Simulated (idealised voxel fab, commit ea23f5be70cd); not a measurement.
Process module under the name voxel wiring stack
Pictured: cross-section cut, 155 nm wide, on a grid of 5 nm square cells.
This document writes a cross-section as a grid whose cells are square, and gives it as bands, listed from the top down; one or more rows of cells form a band. Band: top height; bottom height; in nm. Then, left to right: material with width in nm, for each material. "everywhere": a single material spanning edge to edge. "air": empty space. We count height from 0. Below that, the starting wafer is all one material. The lowest band never ends at the bottom but goes on down; see "from 0 down" for how that is written. A width such as "30->40" changes by the same amount from each row of cells to the next, from the band's top row to its bottom row. "changes: none" (step): cross-section cells unchanged, all of them. "Completely enclosed voids" contains a list of empty spaces, each no smaller than 8 cells and without an open way to the top, written in the form width x height at distance with the distance from the left edge and all three in nm. It should be noted that, on the line of a given step, the content following the step's settings is a remark produced by the simulator itself with respect to that step. overlay nm: how far to the right of its planned place the mask lay on this masked step (negative: to the left).

**Planned step list for the process**
| 1 | RECEIVE (material Si) |
| 2 | CONFORMAL_DEP (material SiO2; thk nm 10) |
| 3 | DIRECTIONAL_DEP (material TiN; thk nm 5) |
| 4 | DIRECTIONAL_DEP (material Ru; thk nm 25) |
| 5 | DIRECTIONAL_DEP (material aC; thk nm 15) |
| 6 | PATTERN (tone cover; mask id METAL_1; material resist; width nm 15; pitch nm 50; thk nm 35; overlay nm 0) |
| 7 | DIRECTIONAL_ETCH (etch materials aC; depth nm 15) |
| 8 | STRIP (etch materials resist) |
| 9 | DIRECTIONAL_ETCH (etch materials Ru; depth nm 25) |
| 10 | DIRECTIONAL_ETCH (etch materials TiN; depth nm 5) |
| 11 | STRIP (etch materials aC) |
| 12 | CONFORMAL_DEP (material SiCN; thk nm 5) |
| 13 | FILL_DEP (material SiO2; thk nm 10) |
| 14 | CMP (height nm 40) |
| 15 | CONFORMAL_DEP (material SiCN; thk nm 5) |
| 16 | DIRECTIONAL_DEP (material SiO2; thk nm 30) |
| 17 | MASKED_ETCH (tone open; mask id METAL_2; width nm 20; pitch nm 50; etch materials SiO2; depth nm 20; overlay nm 0) |
| 18 | PATTERN (tone open; mask id METAL_2_HOLES; material resist; width nm 15; pitch nm 100; thk nm 20; overlay nm 0) |
| 19 | DIRECTIONAL_ETCH (etch materials SiO2; depth nm 10) |
| 20 | DIRECTIONAL_ETCH (etch materials SiCN; depth nm 5) |
| 21 | STRIP (etch materials resist) |
| 22 | CONFORMAL_DEP (material TiN; thk nm 5) |
| 23 | FILL_DEP (material Cu; thk nm 10) |
| 24 | CMP (height nm 75) |
| 25 | CONFORMAL_DEP (material SiCN; thk nm 5) |
The value of width nm given for step 6 in the plan refers to the first wafer; the wafers vary in this setting and are alike at the start.

**So this is the first of several wafers, cross-sectioned as it came to us, meaning it's at the end of step 1**
- from 0 down | Si everywhere
- Completely enclosed voids: none

**Take any row and you have a wafer at the end of the module: how many cells of each material it has gained (+) or lost (-) since it was received, and then its closed voids**
width nm 15, +24 Cu, +45 Ru, +108 SiCN, +268 SiO2, +51 TiN, Completely enclosed voids: none
width nm 20, +24 Cu, +60 Ru, +105 SiCN, +253 SiO2, +54 TiN, Completely enclosed voids: none
width nm 25, +24 Cu, +75 Ru, +102 SiCN, +238 SiO2, +57 TiN, Completely enclosed voids: none
